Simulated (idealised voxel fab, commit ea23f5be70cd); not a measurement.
Presented below is a process module, voxel capacitor over wiring.
Section shown: cut. Width: 295 nm. Cell size: 5 nm, square.
Cross-section format: a grid of square cells, given as bands from top to bottom; each band is one or more rows of cells. Heads up on the band format: heights come first, top then bottom, in nm. After that it's the materials left to right, each with its width in nm. A single material flagged "everywhere" fills the whole band edge to edge, and "air" means there's empty space there. Below 0: as-received wafer, all one material; heights counted from there. Lowest band: no bottom, goes on down, written "0..down". With a width like "30->40", each row of cells in the band differs from the next by the same amount, the top row carrying the first number and the bottom row the second. Reading "no alteration" for a step: not a cell of the cross-section changed in it. Closed empty spaces (no open way to the top) of 8 cells or more are what "Closed void list" lists, each as width x height at distance from the left edge, nm for all three. Formally, on a step line, whatever follows the settings is a remark that the simulator itself makes on the step. If you see "overlay nm" on a step's line and that step has a mask, it's telling you how far right of where it was planned the mask ended up; a negative number means it went left instead. In what follows, pairs of cross-sections are presented, each taken before and after one process step, with the after cross-section shown only down to the lowest band that was altered; the step, together with its settings, is stated below the pair. The pairs may stem from different runs of this module on the same starting wafer; accordingly, a pair should be taken as continuing from the one above it solely where its entry headed "Incoming structure" indicates as much.
### Incoming structure
60..40 = lowk 95 nm / air 15 nm / lowk 185 nm
40..35 = SiCN everywhere
35..15 = SiO2 90 nm / W 30 nm / SiO2 70 nm / W 30 nm / SiO2 75 nm
15..10 = SiO2 80 nm / TiN 40 nm / SiO2 60 nm / TiN 40 nm / SiO2 75 nm
10..0 = SiO2 everywhere
0..down = Si everywhere
Closed void list: none
### As Processed
60..40 = lowk 95 nm / air 15 nm / lowk 185 nm
40..35 = SiCN 95 nm / air 15 nm / SiCN 185 nm
Anything lower than 35 is untouched.
Closed void list: none
The before and after cross-sections above are linked by MASKED_ETCH with tone open, mask id PLUG_1, width nm 15, etch materials SiCN, depth nm 5, overlay nm 0
Incoming structure: The initial state for this step is given by the after cross-section of the immediately preceding pair.
### As Processed
60..45 = lowk 95 nm / air 15 nm / lowk 185 nm
45..40 = lowk 95 nm / Ru 15 nm / lowk 185 nm
40..35 = SiCN 95 nm / Ru 15 nm / SiCN 185 nm
Anything lower than 35 is untouched.
Closed void list: none
The before and after cross-sections above are linked by EPI with material Ru, thk nm 10
Incoming structure: The initial state for this step is given by the after cross-section of the immediately preceding pair.
### As Processed
60..55 = lowk 95 nm / air 15 nm / lowk 185 nm
55..40 = lowk 95 nm / Ru 15 nm / lowk 185 nm
Anything lower than 40 is untouched.
Closed void list: none
The before and after cross-sections above are linked by EPI with material Ru, thk nm 10
Incoming structure: The initial state for this step is given by the after cross-section of the immediately preceding pair.
### As Processed
60..40 = lowk 95 nm / Ru 15 nm / lowk 185 nm
Anything lower than 40 is untouched.
Closed void list: none
The before and after cross-sections above are linked by EPI with material Ru, thk nm 5
Incoming structure: The initial state for this step is given by the after cross-section of the immediately preceding pair.
### As Processed
65..60 = TiN everywhere
Anything lower than 60 is untouched.
Closed void list: none
The before and after cross-sections above are linked by DIRECTIONAL_DEP with material TiN, thk nm 5
Incoming structure: The initial state for this step is given by the after cross-section of the immediately preceding pair.
### As Processed
70..65 = Al2O3 everywhere
Anything lower than 65 is untouched.
Closed void list: none
The before and after cross-sections above are linked by DIRECTIONAL_DEP with material Al2O3, thk nm 5
Incoming structure: The initial state for this step is given by the after cross-section of the immediately preceding pair.
### As Processed
75..70 = TiN everywhere
Anything lower than 70 is untouched.
Closed void list: none
The before and after cross-sections above are linked by DIRECTIONAL_DEP with material TiN, thk nm 5
Incoming structure: The initial state for this step is given by the after cross-section of the immediately preceding pair.
### As Processed
90..75 = aC everywhere
Anything lower than 75 is untouched.
Closed void list: none
The before and after cross-sections above are linked by DIRECTIONAL_DEP with material aC, thk nm 15
Incoming structure: The initial state for this step is given by the after cross-section of the immediately preceding pair.
### As Processed
120..90 = air 95 nm / resist 75 nm / air 125 nm
Anything lower than 90 is untouched.
Closed void list: none
The before and after cross-sections above are linked by PATTERN with tone cover, mask id UPPER_PLATE, material resist, width nm 75, thk nm 30, overlay nm 0
Incoming structure: The initial state for this step is given by the after cross-section of the immediately preceding pair.
### As Processed
105..90 = air 95 nm / resist 75 nm / air 125 nm
90..75 = air 95 nm / aC 75 nm / air 125 nm
Anything lower than 75 is untouched.
Closed void list: none
The before and after cross-sections above are linked by DIRECTIONAL_ETCH with etch materials aC, depth nm 15
Incoming structure: The initial state for this step is given by the after cross-section of the immediately preceding pair.
### As Processed
90..75 = air 95 nm / aC 75 nm / air 125 nm
Anything lower than 75 is untouched.
Closed void list: none
The before and after cross-sections above are linked by STRIP with etch materials resist
Incoming structure: The initial state for this step is given by the after cross-section of the immediately preceding pair.
### As Processed
90..75 = air 95 nm / aC 75 nm / air 125 nm
75..70 = air 95 nm / TiN 75 nm / air 125 nm
Anything lower than 70 is untouched.
Closed void list: none
The before and after cross-sections above are linked by DIRECTIONAL_ETCH with etch materials TiN, depth nm 5
Incoming structure: The initial state for this step is given by the after cross-section of the immediately preceding pair.
### As Processed
90..75 = air 95 nm / aC 75 nm / air 125 nm
75..70 = air 95 nm / TiN 75 nm / air 125 nm
70..65 = air 95 nm / Al2O3 75 nm / air 125 nm
Anything lower than 65 is untouched.
Closed void list: none
The before and after cross-sections above are linked by DIRECTIONAL_ETCH with etch materials Al2O3, depth nm 5
Incoming structure: The initial state for this step is given by the after cross-section of the immediately preceding pair.
### As Processed
75..70 = air 95 nm / TiN 75 nm / air 125 nm
Anything lower than 70 is untouched.
Closed void list: none
The before and after cross-sections above are linked by STRIP with etch materials aC
Incoming structure: The initial state for this step is given by the after cross-section of the immediately preceding pair.
### As Processed
85..75 = air 95 nm / aC 75 nm / air 125 nm
75..70 = aC 95 nm / TiN 75 nm / aC 125 nm
70..65 = aC 95 nm / Al2O3 75 nm / aC 125 nm
Anything lower than 65 is untouched.
Closed void list: none
The before and after cross-sections above are linked by DIRECTIONAL_DEP with material aC, thk nm 10
Incoming structure: The initial state for this step is given by the after cross-section of the immediately preceding pair.
### As Processed
115..85 = air 90 nm / resist 85 nm / air 120 nm
85..75 = air 90 nm / resist 5 nm / aC 75 nm / resist 5 nm / air 120 nm
Anything lower than 75 is untouched.
Closed void list: none
The before and after cross-sections above are linked by PATTERN with tone cover, mask id LOWER_PLATE, material resist, width nm 85, thk nm 30, overlay nm 0
Incoming structure: The initial state for this step is given by the after cross-section of the immediately preceding pair.
### As Processed
105..85 = air 90 nm / resist 85 nm / air 120 nm
85..75 = air 90 nm / resist 5 nm / aC 75 nm / resist 5 nm / air 120 nm
75..70 = air 90 nm / aC 5 nm / TiN 75 nm / aC 5 nm / air 120 nm
70..65 = air 90 nm / aC 5 nm / Al2O3 75 nm / aC 5 nm / air 120 nm
Anything lower than 65 is untouched.
Closed void list: none
The before and after cross-sections above are linked by DIRECTIONAL_ETCH with etch materials aC, depth nm 10
Incoming structure: The initial state for this step is given by the after cross-section of the immediately preceding pair.
### As Processed
85..75 = air 95 nm / aC 75 nm / air 125 nm
Anything lower than 75 is untouched.
Closed void list: none
The before and after cross-sections above are linked by STRIP with etch materials resist
Incoming structure: The initial state for this step is given by the after cross-section of the immediately preceding pair.
### As Processed
85..75 = air 95 nm / aC 75 nm / air 125 nm
75..70 = air 90 nm / aC 5 nm / TiN 75 nm / aC 5 nm / air 120 nm
70..65 = air 90 nm / aC 5 nm / Al2O3 75 nm / aC 5 nm / air 120 nm
65..60 = air 90 nm / TiN 85 nm / air 120 nm
Anything lower than 60 is untouched.
Closed void list: none
The before and after cross-sections above are linked by DIRECTIONAL_ETCH with etch materials TiN, depth nm 5
Incoming structure: The initial state for this step is given by the after cross-section of the immediately preceding pair.
### As Processed
75..70 = air 95 nm / TiN 75 nm / air 125 nm
70..65 = air 95 nm / Al2O3 75 nm / air 125 nm
Anything lower than 65 is untouched.
Closed void list: none
The before and after cross-sections above are linked by STRIP with etch materials aC
Incoming structure: The initial state for this step is given by the after cross-section of the immediately preceding pair.
### As Processed
95..75 = SiO2 everywhere
75..70 = SiO2 95 nm / TiN 75 nm / SiO2 125 nm
70..65 = SiO2 95 nm / Al2O3 75 nm / SiO2 125 nm
65..60 = SiO2 90 nm / TiN 85 nm / SiO2 120 nm
Anything lower than 60 is untouched.
Closed void list: none
The before and after cross-sections above are linked by FILL_DEP with material SiO2, thk nm 20
Incoming structure: The initial state for this step is given by the after cross-section of the immediately preceding pair.
### As Processed
90..75 = SiO2 everywhere
Anything lower than 75 is untouched.
Closed void list: none
The before and after cross-sections above are linked by CMP with height nm 90
Incoming structure: The initial state for this step is given by the after cross-section of the immediately preceding pair.
### As Processed
105..90 = resist 105 nm / air 15 nm / resist 175 nm
Anything lower than 90 is untouched.
Closed void list: none
The before and after cross-sections above are linked by PATTERN with tone open, mask id PLUG_2, material resist, width nm 15, thk nm 15, overlay nm 0
Incoming structure: The initial state for this step is given by the after cross-section of the immediately preceding pair.
### As Processed
105..90 = resist 105 nm / air 15 nm / resist 175 nm
90..75 = SiO2 105 nm / air 15 nm / SiO2 175 nm
Anything lower than 75 is untouched.
Closed void list: none
The before and after cross-sections above are linked by DIRECTIONAL_ETCH with etch materials SiO2, depth nm 15
Incoming structure: The initial state for this step is given by the after cross-section of the immediately preceding pair.
### As Processed
90..75 = SiO2 105 nm / air 15 nm / SiO2 175 nm
Anything lower than 75 is untouched.
Closed void list: none
The before and after cross-sections above are linked by STRIP with etch materials resist
Incoming structure: The initial state for this step is given by the after cross-section of the immediately preceding pair.
### As Processed
95..90 = TiN 110 nm / air 5 nm / TiN 180 nm
90..80 = SiO2 105 nm / TiN 5 nm / air 5 nm / TiN 5 nm / SiO2 175 nm
80..70 = SiO2 105->95 nm / TiN 15->75 nm / SiO2 175->125 nm
Anything lower than 70 is untouched.
Closed void list: none
The before and after cross-sections above are linked by CONFORMAL_DEP with material TiN, thk nm 5
Incoming structure: The initial state for this step is given by the after cross-section of the immediately preceding pair.
### As Processed
105..95 = Ru everywhere
95..90 = TiN 110 nm / Ru 5 nm / TiN 180 nm
90..80 = SiO2 105 nm / TiN 5 nm / Ru 5 nm / TiN 5 nm / SiO2 175 nm
Anything lower than 80 is untouched.
Closed void list: none
The before and after cross-sections above are linked by FILL_DEP with material Ru, thk nm 10
Incoming structure: The initial state for this step is given by the after cross-section of the immediately preceding pair.
### As Processed
90..80 = SiO2 105 nm / TiN 5 nm / Ru 5 nm / TiN 5 nm / SiO2 175 nm
Anything lower than 80 is untouched.
Closed void list: none
The before and after cross-sections above are linked by CMP with height nm 90
Incoming structure: The initial state for this step is given by the after cross-section of the immediately preceding pair.
### As Processed
95..90 = SiCN everywhere
Anything lower than 90 is untouched.
Closed void list: none
The before and after cross-sections above are linked by CONFORMAL_DEP with material SiCN, thk nm 5
### Incoming structure
75..70 = air 95 nm / TiN 75 nm / air 125 nm
70..65 = air 95 nm / Al2O3 75 nm / air 125 nm
65..60 = TiN everywhere
60..40 = lowk 95 nm / Ru 15 nm / lowk 185 nm
40..35 = SiCN 95 nm / Ru 15 nm / SiCN 185 nm
35..15 = SiO2 80 nm / W 30 nm / SiO2 70 nm / W 30 nm / SiO2 85 nm
15..10 = SiO2 80 nm / TiN 30 nm / SiO2 70 nm / TiN 30 nm / SiO2 85 nm
10..0 = SiO2 everywhere
0..down = Si everywhere
Closed void list: none
### As Processed
85..75 = air 95 nm / TiN 75 nm / air 125 nm
75..70 = TiN everywhere
70..65 = TiN 95 nm / Al2O3 75 nm / TiN 125 nm
Anything lower than 65 is untouched.
Closed void list: none
The before and after cross-sections above are linked by DIRECTIONAL_DEP with material TiN, thk nm 10
Incoming structure: The initial state for this step is given by the after cross-section of the immediately preceding pair.
### As Processed
115..85 = air 90 nm / resist 85 nm / air 120 nm
85..75 = air 90 nm / resist 5 nm / TiN 75 nm / resist 5 nm / air 120 nm
Anything lower than 75 is untouched.
Closed void list: none
The before and after cross-sections above are linked by PATTERN with tone cover, mask id LOWER_PLATE, material resist, width nm 85, thk nm 30, overlay nm 0
Incoming structure: The initial state for this step is given by the after cross-section of the immediately preceding pair.
### As Processed
105..85 = air 90 nm / resist 85 nm / air 120 nm
Anything lower than 85 is untouched.
Closed void list: none
The before and after cross-sections above are linked by DIRECTIONAL_ETCH with etch materials aC, depth nm 10
Incoming structure: The initial state for this step is given by the after cross-section of the immediately preceding pair.
### As Processed
85..75 = air 95 nm / TiN 75 nm / air 125 nm
Anything lower than 75 is untouched.
Closed void list: none
The before and after cross-sections above are linked by STRIP with etch materials resist
Incoming structure: The initial state for this step is given by the after cross-section of the immediately preceding pair.
### As Processed
80..70 = air 95 nm / TiN 75 nm / air 125 nm
Anything lower than 70 is untouched.
Closed void list: none
The before and after cross-sections above are linked by DIRECTIONAL_ETCH with etch materials TiN, depth nm 5
Incoming structure: The initial state for this step is given by the after cross-section of the immediately preceding pair.
### As Processed
100..80 = SiO2 everywhere
80..70 = SiO2 95 nm / TiN 75 nm / SiO2 125 nm
Anything lower than 70 is untouched.
Closed void list: none
The before and after cross-sections above are linked by FILL_DEP with material SiO2, thk nm 20
Incoming structure: The initial state for this step is given by the after cross-section of the immediately preceding pair.
### As Processed
90..80 = SiO2 everywhere
Anything lower than 80 is untouched.
Closed void list: none
The before and after cross-sections above are linked by CMP with height nm 90
Incoming structure: The initial state for this step is given by the after cross-section of the immediately preceding pair.
### As Processed
105..90 = resist 105 nm / air 15 nm / resist 175 nm
Anything lower than 90 is untouched.
Closed void list: none
The before and after cross-sections above are linked by PATTERN with tone open, mask id PLUG_2, material resist, width nm 15, thk nm 15, overlay nm 0
Incoming structure: The initial state for this step is given by the after cross-section of the immediately preceding pair.
### As Processed
105..90 = resist 105 nm / air 15 nm / resist 175 nm
90..80 = SiO2 105 nm / air 15 nm / SiO2 175 nm
Anything lower than 80 is untouched.
Closed void list: none
The before and after cross-sections above are linked by DIRECTIONAL_ETCH with etch materials SiO2, depth nm 15
Incoming structure: The initial state for this step is given by the after cross-section of the immediately preceding pair.
### As Processed
90..80 = SiO2 105 nm / air 15 nm / SiO2 175 nm
Anything lower than 80 is untouched.
Closed void list: none
The before and after cross-sections above are linked by STRIP with etch materials resist
Incoming structure: The initial state for this step is given by the after cross-section of the immediately preceding pair.
### As Processed
95..90 = TiN 110 nm / air 5 nm / TiN 180 nm
90..85 = SiO2 105 nm / TiN 5 nm / air 5 nm / TiN 5 nm / SiO2 175 nm
85..80 = SiO2 105 nm / TiN 15 nm / SiO2 175 nm
Anything lower than 80 is untouched.
Closed void list: none
The before and after cross-sections above are linked by CONFORMAL_DEP with material TiN, thk nm 5
Incoming structure: The initial state for this step is given by the after cross-section of the immediately preceding pair.
### As Processed
105..95 = Ru everywhere
95..90 = TiN 110 nm / Ru 5 nm / TiN 180 nm
90..85 = SiO2 105 nm / TiN 5 nm / Ru 5 nm / TiN 5 nm / SiO2 175 nm
Anything lower than 85 is untouched.
Closed void list: none
The before and after cross-sections above are linked by FILL_DEP with material Ru, thk nm 10
Incoming structure: The initial state for this step is given by the after cross-section of the immediately preceding pair.
### As Processed
90..85 = SiO2 105 nm / TiN 5 nm / Ru 5 nm / TiN 5 nm / SiO2 175 nm
Anything lower than 85 is untouched.
Closed void list: none
The before and after cross-sections above are linked by CMP with height nm 90
Incoming structure: The initial state for this step is given by the after cross-section of the immediately preceding pair.
### As Processed
95..90 = SiCN everywhere
Anything lower than 90 is untouched.
Closed void list: none
The before and after cross-sections above are linked by CONFORMAL_DEP with material SiCN, thk nm 5
### Incoming structure
90..75 = aC everywhere
75..70 = TiN everywhere
70..65 = Al2O3 everywhere
65..60 = TiN everywhere
60..40 = lowk 95 nm / Ru 15 nm / lowk 185 nm
40..35 = SiCN 95 nm / Ru 15 nm / SiCN 185 nm
35..15 = SiO2 80 nm / W 30 nm / SiO2 70 nm / W 30 nm / SiO2 85 nm
15..10 = SiO2 80 nm / TiN 30 nm / SiO2 70 nm / TiN 30 nm / SiO2 85 nm
10..0 = SiO2 everywhere
0..down = Si everywhere
Closed void list: none
### As Processed
120..90 = resist 95 nm / air 75 nm / resist 125 nm
Anything lower than 90 is untouched.
Closed void list: none
The before and after cross-sections above are linked by PATTERN with tone open, mask id UPPER_PLATE, material resist, width nm 75, thk nm 30, overlay nm 0
Incoming structure: The initial state for this step is given by the after cross-section of the immediately preceding pair.
### As Processed
105..90 = resist 95 nm / air 75 nm / resist 125 nm
90..75 = aC 95 nm / air 75 nm / aC 125 nm
Anything lower than 75 is untouched.
Closed void list: none
The before and after cross-sections above are linked by DIRECTIONAL_ETCH with etch materials aC, depth nm 15
Incoming structure: The initial state for this step is given by the after cross-section of the immediately preceding pair.
### As Processed
90..75 = aC 95 nm / air 75 nm / aC 125 nm
Anything lower than 75 is untouched.
Closed void list: none
The before and after cross-sections above are linked by STRIP with etch materials resist
Incoming structure: The initial state for this step is given by the after cross-section of the immediately preceding pair.
### As Processed
90..75 = aC 95 nm / air 75 nm / aC 125 nm
75..70 = TiN 95 nm / air 75 nm / TiN 125 nm
Anything lower than 70 is untouched.
Closed void list: none
The before and after cross-sections above are linked by DIRECTIONAL_ETCH with etch materials TiN, depth nm 5
Incoming structure: The initial state for this step is given by the after cross-section of the immediately preceding pair.
### As Processed
90..75 = aC 95 nm / air 75 nm / aC 125 nm
75..70 = TiN 95 nm / air 75 nm / TiN 125 nm
70..65 = Al2O3 95 nm / air 75 nm / Al2O3 125 nm
Anything lower than 65 is untouched.
Closed void list: none
The before and after cross-sections above are linked by DIRECTIONAL_ETCH with etch materials Al2O3, depth nm 5
Incoming structure: The initial state for this step is given by the after cross-section of the immediately preceding pair.
### As Processed
75..70 = TiN 95 nm / air 75 nm / TiN 125 nm
Anything lower than 70 is untouched.
Closed void list: none
The before and after cross-sections above are linked by STRIP with etch materials aC
Incoming structure: The initial state for this step is given by the after cross-section of the immediately preceding pair.
### As Processed
85..75 = aC 95 nm / air 75 nm / aC 125 nm
75..70 = TiN 95 nm / aC 75 nm / TiN 125 nm
70..65 = Al2O3 95 nm / aC 75 nm / Al2O3 125 nm
Anything lower than 65 is untouched.
Closed void list: none
The before and after cross-sections above are linked by DIRECTIONAL_DEP with material aC, thk nm 10
Incoming structure: The initial state for this step is given by the after cross-section of the immediately preceding pair.
### As Processed
115..85 = air 90 nm / resist 85 nm / air 120 nm
85..75 = aC 95 nm / resist 75 nm / aC 125 nm
Anything lower than 75 is untouched.
Closed void list: none
The before and after cross-sections above are linked by PATTERN with tone cover, mask id LOWER_PLATE, material resist, width nm 85, thk nm 30, overlay nm 0
Incoming structure: The initial state for this step is given by the after cross-section of the immediately preceding pair.
### As Processed
105..85 = air 90 nm / resist 85 nm / air 120 nm
85..75 = air 90 nm / aC 5 nm / resist 75 nm / aC 5 nm / air 120 nm
Anything lower than 75 is untouched.
Closed void list: none
The before and after cross-sections above are linked by DIRECTIONAL_ETCH with etch materials aC, depth nm 10
Incoming structure: The initial state for this step is given by the after cross-section of the immediately preceding pair.
### As Processed
85..75 = air 90 nm / aC 5 nm / air 75 nm / aC 5 nm / air 120 nm
Anything lower than 75 is untouched.
Closed void list: none
The before and after cross-sections above are linked by STRIP with etch materials resist
Incoming structure: The initial state for this step is given by the after cross-section of the immediately preceding pair.
### As Processed
85..75 = air 90 nm / aC 5 nm / air 75 nm / aC 5 nm / air 120 nm
75..70 = air 90 nm / TiN 5 nm / aC 75 nm / TiN 5 nm / air 120 nm
Anything lower than 70 is untouched.
Closed void list: none
The before and after cross-sections above are linked by DIRECTIONAL_ETCH with etch materials TiN, depth nm 5
Incoming structure: The initial state for this step is given by the after cross-section of the immediately preceding pair.
### As Processed
75..70 = air 90 nm / TiN 5 nm / air 75 nm / TiN 5 nm / air 120 nm
70..65 = Al2O3 95 nm / air 75 nm / Al2O3 125 nm
Anything lower than 65 is untouched.
Closed void list: none
The before and after cross-sections above are linked by STRIP with etch materials aC
Incoming structure: The initial state for this step is given by the after cross-section of the immediately preceding pair.
### As Processed
95..75 = SiO2 everywhere
75..70 = SiO2 90 nm / TiN 5 nm / SiO2 75 nm / TiN 5 nm / SiO2 120 nm
70..65 = Al2O3 95 nm / SiO2 75 nm / Al2O3 125 nm
Anything lower than 65 is untouched.
Closed void list: none
The before and after cross-sections above are linked by FILL_DEP with material SiO2, thk nm 20
Incoming structure: The initial state for this step is given by the after cross-section of the immediately preceding pair.
### As Processed
90..75 = SiO2 everywhere
Anything lower than 75 is untouched.
Closed void list: none
The before and after cross-sections above are linked by CMP with height nm 90
Incoming structure: The initial state for this step is given by the after cross-section of the immediately preceding pair.
### As Processed
105..90 = resist 105 nm / air 15 nm / resist 175 nm
Anything lower than 90 is untouched.
Closed void list: none
The before and after cross-sections above are linked by PATTERN with tone open, mask id PLUG_2, material resist, width nm 15, thk nm 15, overlay nm 0
Incoming structure: The initial state for this step is given by the after cross-section of the immediately preceding pair.
### As Processed
105..90 = resist 105 nm / air 15 nm / resist 175 nm
90..75 = SiO2 105 nm / air 15 nm / SiO2 175 nm
Anything lower than 75 is untouched.
Closed void list: none
The before and after cross-sections above are linked by DIRECTIONAL_ETCH with etch materials SiO2, depth nm 15
Incoming structure: The initial state for this step is given by the after cross-section of the immediately preceding pair.
### As Processed
90..75 = SiO2 105 nm / air 15 nm / SiO2 175 nm
Anything lower than 75 is untouched.
Closed void list: none
The before and after cross-sections above are linked by STRIP with etch materials resist
Incoming structure: The initial state for this step is given by the after cross-section of the immediately preceding pair.
### As Processed
95..90 = TiN 110 nm / air 5 nm / TiN 180 nm
90..80 = SiO2 105 nm / TiN 5 nm / air 5 nm / TiN 5 nm / SiO2 175 nm
80..75 = SiO2 105 nm / TiN 15 nm / SiO2 175 nm
Anything lower than 75 is untouched.
Closed void list: none
The before and after cross-sections above are linked by CONFORMAL_DEP with material TiN, thk nm 5
Incoming structure: The initial state for this step is given by the after cross-section of the immediately preceding pair.
### As Processed
105..95 = Ru everywhere
95..90 = TiN 110 nm / Ru 5 nm / TiN 180 nm
90..80 = SiO2 105 nm / TiN 5 nm / Ru 5 nm / TiN 5 nm / SiO2 175 nm
Anything lower than 80 is untouched.
Closed void list: none
The before and after cross-sections above are linked by FILL_DEP with material Ru, thk nm 10
Incoming structure: The initial state for this step is given by the after cross-section of the immediately preceding pair.
### As Processed
90..80 = SiO2 105 nm / TiN 5 nm / Ru 5 nm / TiN 5 nm / SiO2 175 nm
Anything lower than 80 is untouched.
Closed void list: none
The before and after cross-sections above are linked by CMP with height nm 90
Incoming structure: The initial state for this step is given by the after cross-section of the immediately preceding pair.
### As Processed
95..90 = SiCN everywhere
Anything lower than 90 is untouched.
Closed void list: none
The before and after cross-sections above are linked by CONFORMAL_DEP with material SiCN, thk nm 5
